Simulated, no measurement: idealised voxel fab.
Process module, titled voxel wiring stack
Section cut is 165 nm wide and gridded with 5 nm square cells.
Bands, listed from the top down, are how a cross-section gets written in this document; the cross-section itself is a grid of square cells, and a band is one or more rows of them.
Basically the band line says how high the top is and how high the bottom is, in nm, and then what's in it from left to right, every material with its width in nm. Empty space shows up as "blank", and if a single material carries "everywhere" it runs the full band edge to edge.
Heights are expressed relative to 0, this being the level below which the as-received wafer comprises one material exclusively. The lowest band is unbounded in the downward direction and is denoted as in "0 down".
A two-number width, for instance "30 to 40", indicates that the width is equal to the first number in the top row of the band and to the second number in the bottom row, and that it changes by a constant amount per row of cells.
Given "no change" for a step, no cell of the cross-section differs between before and after that step.
Sealed internal cavities: empty space of 8 cells or more with no open way to the top, each as width x height at its distance from the left edge, in nm
On a step's line, text after the settings is the simulator commenting on that step.
The setting "overlay nm" may be written on the line of a step. When the step uses a mask, the value reports how far to the right of the planned place the mask lay, and a negative value reports that it lay to the left.

Steps planned for the process
1,RECEIVE (material Si)
2,CONFORMAL_DEP (material SiO2; thk nm 10)
3,CONFORMAL_DEP (material SiCN; thk nm 5)
4,DIRECTIONAL_DEP (material lowk; thk nm 25)
5,PATTERN (tone open; mask id METAL_1; material resist; width nm 20; pitch nm 45; thk nm 20; overlay nm 0)
6,DIRECTIONAL_ETCH (etch materials lowk; depth nm 25)
7,DIRECTIONAL_ETCH (etch materials SiCN; depth nm 5)
8,STRIP (etch materials resist)
9,CONFORMAL_DEP (material TiN; thk nm 5)
10,FILL_DEP (material Ru; thk nm 5)
11,CMP (height nm 40)
12,EPI (material Ru; thk nm 5)
13,FILL_DEP (material SiCN; thk nm 5)
14,DIRECTIONAL_DEP (material SiO2; thk nm 35)
15,MASKED_ETCH (tone open; mask id METAL_2_HOLES; width nm 15; pitch nm 45; etch materials SiO2; depth nm 35; overlay nm 0)
16,MASKED_ETCH (tone open; mask id METAL_2; width nm 20; pitch nm 45; etch materials SiO2; depth nm 20; overlay nm 0)
17,MASKED_ETCH (tone open; mask id METAL_2; width nm 20; pitch nm 45; etch materials SiCN; depth nm 5; overlay nm 0)
18,CONFORMAL_DEP (material TiN; thk nm 5)
19,FILL_DEP (material Cu; thk nm 10)
20,CMP (height nm 85)
21,CONFORMAL_DEP (material SiN; thk nm 5)

Wafer cross-section on receipt, i.e. after step 1
- 0 down = Si everywhere
- Sealed internal cavities: none

Cross-sectional result after module completion. Note: starting condition and plan are unchanged from above; one processing mistake was made
- 90 to 85 = SiN everywhere
- 85 to 70 = SiO2 (50) | TiN (5) | Cu (10) | TiN (5) | SiO2 (25) | TiN (5) | Cu (10) | TiN (5) | SiO2 (50)
- 70 to 65 = SiO2 (50) | TiN (5) | Cu (5) | TiN (10) | SiO2 (25) | TiN (5) | Cu (5) | TiN (10) | SiO2 (50)
- 65 to 50 = SiO2 (50) | TiN (5) | Cu (5) | TiN (5) | SiO2 (30) | TiN (5) | Cu (5) | TiN (5) | SiO2 (55)
- 50 to 45 = SiCN (50) | TiN (15) | SiCN (30) | TiN (15) | SiCN (55)
- 45 to 40 = Ru everywhere
- 40 to 35 = TiN (55) | Ru (10) | TiN (35) | Ru (10) | TiN (55)
- 35 to 15 = lowk (50) | TiN (5) | Ru (10) | TiN (5) | lowk (25) | TiN (5) | Ru (10) | TiN (5) | lowk (50)
- 15 to 10 = lowk (50) | TiN (20) | lowk (25) | TiN (20) | lowk (50)
- 10 to 0 = SiO2 everywhere
- 0 down = Si everywhere
- Sealed internal cavities: none
Finding, execution versus plan: plan step 3: skipped, not run
